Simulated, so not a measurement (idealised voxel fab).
The document below concerns the process module designated voxel capacitor over wiring.
Section cut is 190 nm wide and gridded with 5 nm square cells.
In what follows, cross-sections appear as grids of square cells, described through bands that run from the top down, where every band is one or more rows of cells.
Top height, bottom height, nm. Materials left to right, width each, nm. Single material + "throughout" = fills band edge to edge. "empty" = empty.
A quick word on heights: they are counted from 0, and under that level the wafer as it came to us is one material throughout. The lowest band is different from the rest in having no bottom; it simply continues downward, written as in "0 -> down".
A two-number width, for instance "30->40", indicates that the width is equal to the first number in the top row of the band and to the second number in the bottom row, and that it changes by a constant amount per row of cells.
What does "left unchanged" mean for a step? It means no cell of the cross-section changed in that step.
So "Non-vented voids" is basically the list of trapped voids: any empty space of 8 cells or more that can't reach the top through an opening. They're written width x height at distance, the distance being from the left edge, and it's all nm.
Post-settings text on a step line: simulator's own remark regarding the step.
When a step includes a mask, the "overlay nm" setting on its line states how far to the right of its planned place that mask lay, and negative values state how far to the left.

## Process steps foreseen in the plan
| 1 | RECEIVE | material Si |
| 2 | CONFORMAL_DEP | material SiO2 | thk nm 15 |
| 3 | DIRECTIONAL_DEP | material TiN | thk nm 5 |
| 4 | DIRECTIONAL_DEP | material Ru | thk nm 20 |
| 5 | DIRECTIONAL_DEP | material aC | thk nm 10 |
| 6 | PATTERN | tone cover | mask id METAL_1 | material resist | width nm 20 | pitch nm 70 | thk nm 25 | overlay nm 0 |
| 7 | DIRECTIONAL_ETCH | etch materials aC | depth nm 10 |
| 8 | STRIP | etch materials resist |
| 9 | DIRECTIONAL_ETCH | etch materials Ru | depth nm 20 |
| 10 | DIRECTIONAL_ETCH | etch materials TiN | depth nm 5 |
| 11 | STRIP | etch materials aC |
| 12 | CONFORMAL_DEP | material SiN | thk nm 5 |
| 13 | FILL_DEP | material SiO2 | thk nm 10 |
| 14 | CMP | height nm 40 |
| 15 | CONFORMAL_DEP | material SiCN | thk nm 5 |
| 16 | DIRECTIONAL_DEP | material lowk | thk nm 10 |
| 17 | MASKED_ETCH | tone open | mask id PLUG_1 | width nm 15 | etch materials lowk | depth nm 5 | overlay nm 0 |
| 18 | MASKED_ETCH | tone open | mask id PLUG_1 | width nm 15 | etch materials SiCN | depth nm 5 | overlay nm 0 |
| 19 | EPI | material Ru | thk nm 10 |
| 20 | EPI | material Ru | thk nm 5 |
| 21 | DIRECTIONAL_DEP | material TiN | thk nm 5 |
| 22 | DIRECTIONAL_DEP | material HfO2 | thk nm 5 |
| 23 | DIRECTIONAL_DEP | material TiN | thk nm 5 |
| 24 | DIRECTIONAL_DEP | material aC | thk nm 10 |
| 25 | PATTERN | tone cover | mask id UPPER_PLATE | material resist | width nm 55 | thk nm 30 | overlay nm 0 |
| 26 | DIRECTIONAL_ETCH | etch materials aC | depth nm 10 |
| 27 | STRIP | etch materials resist |
| 28 | DIRECTIONAL_ETCH | etch materials TiN | depth nm 5 |
| 29 | DIRECTIONAL_ETCH | etch materials HfO2 | depth nm 5 |
| 30 | STRIP | etch materials aC |
| 31 | MASKED_ETCH | tone cover | mask id LOWER_PLATE | width nm 65 | etch materials TiN | depth nm 5 | overlay nm 0 |
| 32 | FILL_DEP | material SiO2 | thk nm 15 |
| 33 | CMP | height nm 80 |
| 34 | PATTERN | tone open | mask id PLUG_2 | material resist | width nm 15 | thk nm 15 | overlay nm 0 |
| 35 | DIRECTIONAL_ETCH | etch materials SiO2 | depth nm 10 |
| 36 | STRIP | etch materials resist |
| 37 | CONFORMAL_DEP | material TiN | thk nm 5 |
| 38 | FILL_DEP | material Cu | thk nm 5 |
| 39 | CMP | height nm 80 |
| 40 | CONFORMAL_DEP | material SiN | thk nm 5 |
Variable across wafers: step 17 depth nm (plan value is that of the first wafer; starting state common to all).

## Cross-section: the first of several wafers in its as-received state, i.e. following step 1
	0 -> down: Si throughout
	Non-vented voids: none

## Once step 40, the last step, is complete, the module is at its end; this is the cross-section of the first of several wafers
	85 -> 80: SiN throughout
	80 -> 75: SiO2 (65) | TiN (5) | Cu (5) | TiN (5) | SiO2 (110)
	75 -> 65: SiO2 (65->70) | TiN (15->40) | SiO2 (110->80)
	65 -> 60: SiO2 (55) | TiN (15) | HfO2 (40) | SiO2 (80)
	60 -> 55: SiO2 (50) | TiN (5) | HfO2 (15) | TiN (45) | SiO2 (75)
	55 -> 50: lowk (55) | TiN (15) | lowk (120)
	50 -> 45: lowk throughout
	45 -> 40: SiCN throughout
	40 -> 20: SiO2 (45) | SiN (5) | Ru (20) | SiN (5) | SiO2 (40) | SiN (5) | Ru (20) | SiN (5) | SiO2 (45)
	20 -> 15: SiN (50) | TiN (20) | SiN (50) | TiN (20) | SiN (50)
	15 -> 0: SiO2 throughout
	0 -> down: Si throughout
	Non-vented voids: none

## Last wafer x-sec, end of module
	85 -> 80: SiN throughout
	80 -> 75: SiO2 (65) | TiN (5) | Cu (5) | TiN (5) | SiO2 (110)
	75 -> 65: SiO2 (65->55) | TiN (15->55) | SiO2 (110->80)
	65 -> 60: SiO2 (55) | HfO2 (55) | SiO2 (80)
	60 -> 55: SiO2 (50) | TiN (65) | SiO2 (75)
	55 -> 45: lowk (55) | Ru (15) | lowk (120)
	45 -> 40: SiCN (55) | Ru (15) | SiCN (120)
	40 -> 20: SiO2 (45) | SiN (5) | Ru (20) | SiN (5) | SiO2 (40) | SiN (5) | Ru (20) | SiN (5) | SiO2 (45)
	20 -> 15: SiN (50) | TiN (20) | SiN (50) | TiN (20) | SiN (50)
	15 -> 0: SiO2 throughout
	0 -> down: Si throughout
	Non-vented voids: none

## Table: wafers, a row each; end-of-module cell change per material since receipt, gain (+), loss (-); then closed voids
depth nm 5; +1 Cu; +11 HfO2; +32 Ru; +38 SiCN; +84 SiN; +370 SiO2; +37 TiN; +73 lowk; Non-vented voids: none
depth nm 10; +1 Cu; +11 HfO2; +41 Ru; +35 SiCN; +84 SiN; +367 SiO2; +37 TiN; +70 lowk; Non-vented voids: none
depth nm 15; +1 Cu; +11 HfO2; +41 Ru; +35 SiCN; +84 SiN; +367 SiO2; +37 TiN; +70 lowk; Non-vented voids: none
depth nm 20; +1 Cu; +11 HfO2; +41 Ru; +35 SiCN; +84 SiN; +367 SiO2; +37 TiN; +70 lowk; Non-vented voids: none
depth nm 25; +1 Cu; +11 HfO2; +41 Ru; +35 SiCN; +84 SiN; +367 SiO2; +37 TiN; +70 lowk; Non-vented voids: none
